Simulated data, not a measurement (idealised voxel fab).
Module name: voxel gate over fins (process module)
Section cut is 280 nm wide and gridded with 5 nm square cells.
Cross-section spec: square-cell grid; bands listed top down; each band is one or more rows.
Each band's line starts with the height of the band's top and of its bottom, in nm. Then come its materials from left to right, each with its width in nm. One material with "full width" fills the band from edge to edge. "blank" is empty space.
Beneath 0, the wafer as received is one material, and that level is where height counting begins. The lowest band goes on downward without a bottom; it is written like "0 and below".
Think of "30->40" as a width that walks from the first number to the second as you go down the band, top row to bottom row, taking equal-sized steps from row to row.
Reading "left unchanged" for a step: not a cell of the cross-section changed in it.
"Unvented cavities": empty spaces of 8 cells or more with no open way to the top, each given as width x height at distance, distance from the left edge, all in nm.
If you see something after the settings on a step's line, that's the simulator's own remark about that step.
overlay nm: how far to the right of its planned place the mask lay on this masked step (negative: to the left).
## Below is the list of planned process steps
1) RECEIVE,material Si
2) CONFORMAL_DEP,material SiN,thk nm 10
3) PATTERN,tone cover,mask id FINS,material resist,width nm 15,pitch nm 40,thk nm 20,overlay nm 0
4) DIRECTIONAL_ETCH,etch materials SiN,depth nm 10
5) DIRECTIONAL_ETCH,etch materials Si,depth nm 40
6) STRIP,etch materials resist
7) FILL_DEP,material SiO2,thk nm 15
8) CMP,height nm 10
9) SELECTIVE_ETCH,etch materials SiO2,depth nm 20
10) STRIP,etch materials SiN
11) CONFORMAL_DEP,material HfO2,thk nm 5
12) CONFORMAL_DEP,material TiN,thk nm 5
13) FILL_DEP,material W,thk nm 10
14) CMP,height nm 15
15) CONFORMAL_DEP,material SiCN,thk nm 10
## As-received wafer cross-section (after step 1)
> 0 and below = Si full width
> Unvented cavities: none
## Same starting wafer, same plan as above, one mistake in the execution; this is the cross-section at the end of the module
> 25 down to 15 = SiCN full width
> 15 down to 10 = W full width
> 10 down to 5 = 100 W, then 35 TiN, then 5 W, then 35 TiN, then 105 W
> 5 down to 0 = 100 W, then 5 TiN, then 25 HfO2, then 5 TiN, then 5 W, then 5 TiN, then 25 HfO2, then 5 TiN, then 105 W
> 0 down to -20 = 100 W, then 5 TiN, then 5 HfO2, then 15 Si, then 5 HfO2, then 5 TiN, then 5 W, then 5 TiN, then 5 HfO2, then 15 Si, then 5 HfO2, then 5 TiN, then 105 W
> -20 down to -25 = 105 TiN, then 5 HfO2, then 15 Si, then 5 HfO2, then 15 TiN, then 5 HfO2, then 15 Si, then 5 HfO2, then 110 TiN
> -25 down to -30 = 110 HfO2, then 15 Si, then 25 HfO2, then 15 Si, then 115 HfO2
> -30 down to -40 = 110 SiO2, then 15 Si, then 25 SiO2, then 15 Si, then 115 SiO2
> -40 and below = Si full width
> Unvented cavities: none
what went wrong: the plan's step 9 ran twice
